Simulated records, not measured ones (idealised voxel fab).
process module | voxel ribs on slabs
cross-section cut | 220 nm wide | cells 5 nm
A cross-section is a grid of square cells, given in bands from the top down. A band is one or more rows of cells.
Each band's line starts with the height of the band's top and of its bottom, in nm. Then come its materials from left to right, each with its width in nm. One material with "throughout" fills the band from edge to edge. "air" is empty space.
Height 0 is the level under which the wafer as received is all one material. The lowest band goes on downwards, as in "0 down".
A width such as "30 to 40" changes by the same amount from each row of cells to the next, from the band's top row to its bottom row.
"no change" after a step means that no cell of the cross-section changed.
closed voids: empty space of 8 cells or more with no open way to the top, each as width x height at its distance from the left edge, in nm
after a step's settings: what the simulator itself notes on the step
overlay nm, on a step with a mask: how far to the right of its planned place the mask lay; to the left if negative
plan
1 op RECEIVE | material Si
2 op DIRECTIONAL_DEP | material SiO2 | thk nm 20
3 op DIRECTIONAL_DEP | material polySi | thk nm 25
4 op MASKED_ETCH | tone cover | mask id RIB | width nm 20 | etch materials polySi | depth nm 15 | overlay nm 0
5 op PATTERN | tone cover | mask id SLAB | material resist | width nm 50 | thk nm 20 | overlay nm 0
6 op DIRECTIONAL_ETCH | etch materials polySi | depth nm 10
7 op STRIP | etch materials resist
8 op FILL_DEP | material SiO2 | thk nm 20
9 op CMP | height nm 60
10 op DIRECTIONAL_DEP | material W | thk nm 5
11 op PATTERN | tone cover | mask id HEATER | material resist | width nm 30 | thk nm 20 | overlay nm 0
12 op DIRECTIONAL_ETCH | etch materials W | depth nm 5
13 op STRIP | etch materials resist
14 op CONFORMAL_DEP | material SiN | thk nm 5
as received, after step 1
  0 down: Si throughout
  closed voids: none
first wafer at the end, as planned
  70 to 65: air 90 | SiN 40 | air 90
  65 to 60: SiN 95 | W 30 | SiN 95
  60 to 45: SiO2 throughout
  45 to 30: SiO2 100 | polySi 20 | SiO2 100
  30 to 20: SiO2 85 | polySi 50 | SiO2 85
  20 to 0: SiO2 throughout
  0 down: Si throughout
  closed voids: none
second wafer at the end: like start, like plan, one mistake
  70 to 65: air 95 | SiN 40 | air 85
  65 to 60: SiN 100 | W 30 | SiN 90
  60 to 45: SiO2 throughout
  45 to 30: SiO2 100 | polySi 20 | SiO2 100
  30 to 20: SiO2 85 | polySi 50 | SiO2 85
  20 to 0: SiO2 throughout
  0 down: Si throughout
  closed voids: none
what went wrong: step 11 ran as: op PATTERN | tone cover | mask id HEATER | material resist | width nm 30 | thk nm 20 | overlay nm 5
at the end the second wafer has, in cells: as many of each material as the first, in other places
